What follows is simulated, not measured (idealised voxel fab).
process module | voxel ribs on slabs
Xsec cut, 155 nm wide, square cell size 5 nm.
Cross-section, as written here: a square-cell grid given band by band from the top down, where a band holds one or more rows of cells. A band entry consists of two parts. The first gives the height of the band's top and the height of its bottom, in nm. The rest lists the band's materials from left to right, each with its width in nm. A single material labelled with the word "full width" fills the band from edge to edge, and the word "empty" marks empty space. Height datum 0, below which the as-received substrate wafer is one material. Lowest band open at the bottom, running downward: "0..down". The expression "30..40" gives the width at the extremes of the band, the first number at its top row of cells and the second at its bottom row, with the width changing by equal amounts from each row to the next in between. When a step is marked "left unchanged", none of the cells in the cross-section changed during that step. Any empty space of 8 cells or more lacking an open way to the top shows up in "Enclosed empty spaces" as width x height at distance, distance from the left edge, in nm. Past the settings on a step's line: simulator remark, on that step. "overlay nm" on a masked step: distance the mask lay right of its planned place, negative for left.
THIS SECTION LISTS THE PROCESS STEPS THAT WERE PLANNED
step 1: RECEIVE with material Si
step 2: DIRECTIONAL_DEP with material SiO2, thk nm 20
step 3: DIRECTIONAL_DEP with material polySi, thk nm 25
step 4: MASKED_ETCH with tone cover, mask id RIB, width nm 30, etch materials polySi, depth nm 20, overlay nm 0
step 5: DIRECTIONAL_DEP with material aC, thk nm 15
step 6: PATTERN with tone cover, mask id SLAB, material resist, width nm 60, thk nm 35, overlay nm 0
step 7: DIRECTIONAL_ETCH with etch materials aC, depth nm 15
step 8: STRIP with etch materials resist
step 9: DIRECTIONAL_ETCH with etch materials polySi, depth nm 5
step 10: STRIP with etch materials aC
step 11: FILL_DEP with material SiO2, thk nm 20
step 12: CMP with height nm 60
step 13: DIRECTIONAL_DEP with material W, thk nm 10
step 14: PATTERN with tone cover, mask id HEATER, material resist, width nm 40, thk nm 15, overlay nm 0
step 15: DIRECTIONAL_ETCH with etch materials W, depth nm 10
step 16: STRIP with etch materials resist
step 17: CONFORMAL_DEP with material SiO2, thk nm 10
CROSS-SECTIONAL VIEW OF THE WAFER IN ITS AS-RECEIVED CONDITION, CORRESPONDING TO THE STATE AFTER STEP 1
> 0..down | Si full width
> Enclosed empty spaces: none
FINAL CROSS-SECTION, MODULE RUN WITH ONE MISTAKE (START AND PLAN AS ABOVE)
> 80..70 | empty 45; SiO2 60; empty 50
> 70..60 | SiO2 55; W 40; SiO2 60
> 60..45 | SiO2 full width
> 45..25 | SiO2 60; polySi 35; SiO2 60
> 25..20 | SiO2 45; polySi 60; SiO2 50
> 20..0 | SiO2 full width
> 0..down | Si full width
> Enclosed empty spaces: none
The plan and the run diverged here: in deviation from the planned setting, step 4 was conducted as MASKED_ETCH with tone cover, mask id RIB, width nm 35, etch materials polySi, depth nm 20, overlay nm 0
